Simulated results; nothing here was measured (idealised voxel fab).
The process module presented herein is designated voxel wiring stack.
Cross-section cut spans 225 nm and uses square cells 5 nm in size.
Cross-section layout: square cells on a grid; listed as bands, top to bottom; a band spans one or more cell rows. Top height, bottom height, nm. Materials left to right, width each, nm. Single material + "throughout" = fills band edge to edge. "empty" = empty. Heights are reckoned from 0. Under this level, the received wafer is all of one material. The bottommost band is open-ended downward, for example "0 -> down". The width entry "30 to 40" should be interpreted row by row: the top row of cells in the band takes the first number, the bottom row takes the second number, and the change between adjacent rows is uniform throughout. Step note "no alterations made" = no cross-section cell changed. Empty spaces counting at least 8 cells and having no open way to the top are listed in "Sealed internal cavities". The notation width x height at distance is used for each, the distance being from the left edge and all three values in nm. Past the settings on a step's line: simulator remark, on that step. "overlay nm" denotes, for a step that has a mask, the displacement of the mask to the right of its planned place, with negative values corresponding to the left.

[The process steps that were planned are listed below]
1: RECEIVE, material Si
2: CONFORMAL_DEP, material SiO2, thk nm 10
3: CONFORMAL_DEP, material SiN, thk nm 5
4: DIRECTIONAL_DEP, material lowk, thk nm 15
5: MASKED_ETCH, tone open, mask id METAL_1, width nm 20, pitch nm 35, etch materials lowk, depth nm 15, overlay nm 0
6: MASKED_ETCH, tone open, mask id METAL_1, width nm 20, pitch nm 35, etch materials SiN, depth nm 5, overlay nm 0
7: CONFORMAL_DEP, material TiN, thk nm 5
8: FILL_DEP, material Ru, thk nm 5
9: CMP, height nm 30
10: CONFORMAL_DEP, material SiCN, thk nm 5
11: DIRECTIONAL_DEP, material SiO2, thk nm 20
12: MASKED_ETCH, tone open, mask id PLUG_1, width nm 15, pitch nm 35, etch materials SiO2, depth nm 20, overlay nm 0
13: MASKED_ETCH, tone open, mask id PLUG_1, width nm 15, pitch nm 35, etch materials SiCN, depth nm 5, overlay nm 0
14: CONFORMAL_DEP, material TiN, thk nm 5
15: FILL_DEP, material Ru, thk nm 10
16: CMP, height nm 55
17: CONFORMAL_DEP, material SiCN, thk nm 5
18: DIRECTIONAL_DEP, material lowk, thk nm 20
19: PATTERN, tone open, mask id METAL_2, material resist, width nm 20, pitch nm 35, thk nm 20, overlay nm 0
20: DIRECTIONAL_ETCH, etch materials lowk, depth nm 20
21: DIRECTIONAL_ETCH, etch materials SiCN, depth nm 5
22: STRIP, etch materials resist
23: CONFORMAL_DEP, material TiN, thk nm 5
24: FILL_DEP, material W, thk nm 5
25: CMP, height nm 80
26: CONFORMAL_DEP, material SiCN, thk nm 5
27: DIRECTIONAL_DEP, material SiO2, thk nm 15
28: PATTERN, tone open, mask id PLUG_2, material resist, width nm 15, pitch nm 35, thk nm 20, overlay nm 0
29: DIRECTIONAL_ETCH, etch materials SiO2, depth nm 15
30: DIRECTIONAL_ETCH, etch materials SiCN, depth nm 5
31: STRIP, etch materials resist
32: EPI, material Ru, thk nm 10
33: EPI, material Ru, thk nm 10
34: DIRECTIONAL_DEP, material TiN, thk nm 5
35: DIRECTIONAL_DEP, material Ru, thk nm 25
36: MASKED_ETCH, tone cover, mask id METAL_3, width nm 20, pitch nm 35, etch materials Ru, depth nm 25, overlay nm 0
37: MASKED_ETCH, tone cover, mask id METAL_3, width nm 20, pitch nm 35, etch materials TiN, depth nm 5, overlay nm 0
38: CONFORMAL_DEP, material SiCN, thk nm 5
39: FILL_DEP, material lowk, thk nm 5
40: CMP, height nm 130
41: CONFORMAL_DEP, material SiCN, thk nm 5

[as received, after step 1]
* 0 -> down = Si throughout
* Sealed internal cavities: none

[Final cross-section, module run with one mistake (start and plan as above)]
* 135 -> 130 = SiCN throughout
* 130 -> 105 = lowk 60, then SiCN 5, then Ru 20, then SiCN 5, then lowk 5, then SiCN 5, then Ru 20, then SiCN 5, then lowk 5, then SiCN 5, then Ru 20, then SiCN 5, then lowk 65
* 105 -> 100 = lowk 60, then SiCN 5, then TiN 20, then SiCN 15, then TiN 20, then SiCN 15, then TiN 20, then SiCN 25, then lowk 45
* 100 -> 85 = lowk 60, then SiCN 5, then SiO2 15, then Ru 20, then SiO2 15, then Ru 20, then SiO2 15, then Ru 25, then SiCN 5, then lowk 45
* 85 -> 80 = SiCN 80, then Ru 20, then SiCN 15, then Ru 20, then SiCN 15, then Ru 25, then SiCN 50
* 80 -> 60 = lowk 65, then TiN 5, then W 10, then TiN 5, then lowk 15, then TiN 5, then W 10, then TiN 5, then lowk 15, then TiN 5, then W 10, then TiN 5, then lowk 70
* 60 -> 55 = SiCN 65, then TiN 20, then SiCN 15, then TiN 20, then SiCN 15, then TiN 20, then SiCN 70
* 55 -> 35 = SiO2 65, then TiN 5, then Ru 5, then TiN 5, then SiO2 20, then TiN 5, then Ru 5, then TiN 5, then SiO2 20, then TiN 5, then Ru 5, then TiN 5, then SiO2 75
* 35 -> 30 = SiCN 65, then TiN 15, then SiCN 20, then TiN 15, then SiCN 20, then TiN 15, then SiCN 75
* 30 -> 15 = lowk 65, then TiN 5, then Ru 10, then TiN 5, then lowk 15, then TiN 5, then Ru 10, then TiN 5, then lowk 15, then TiN 5, then Ru 10, then TiN 5, then lowk 70
* 15 -> 10 = SiN 65, then TiN 20, then SiN 15, then TiN 20, then SiN 15, then TiN 20, then SiN 70
* 10 -> 0 = SiO2 throughout
* 0 -> down = Si throughout
* Sealed internal cavities: none
Against the plan, the run slipped here: step 28 ran with different settings than intended, the actual operation and settings being PATTERN, tone cover, mask id PLUG_2, material resist, width nm 15, pitch nm 35, thk nm 20, overlay nm 0
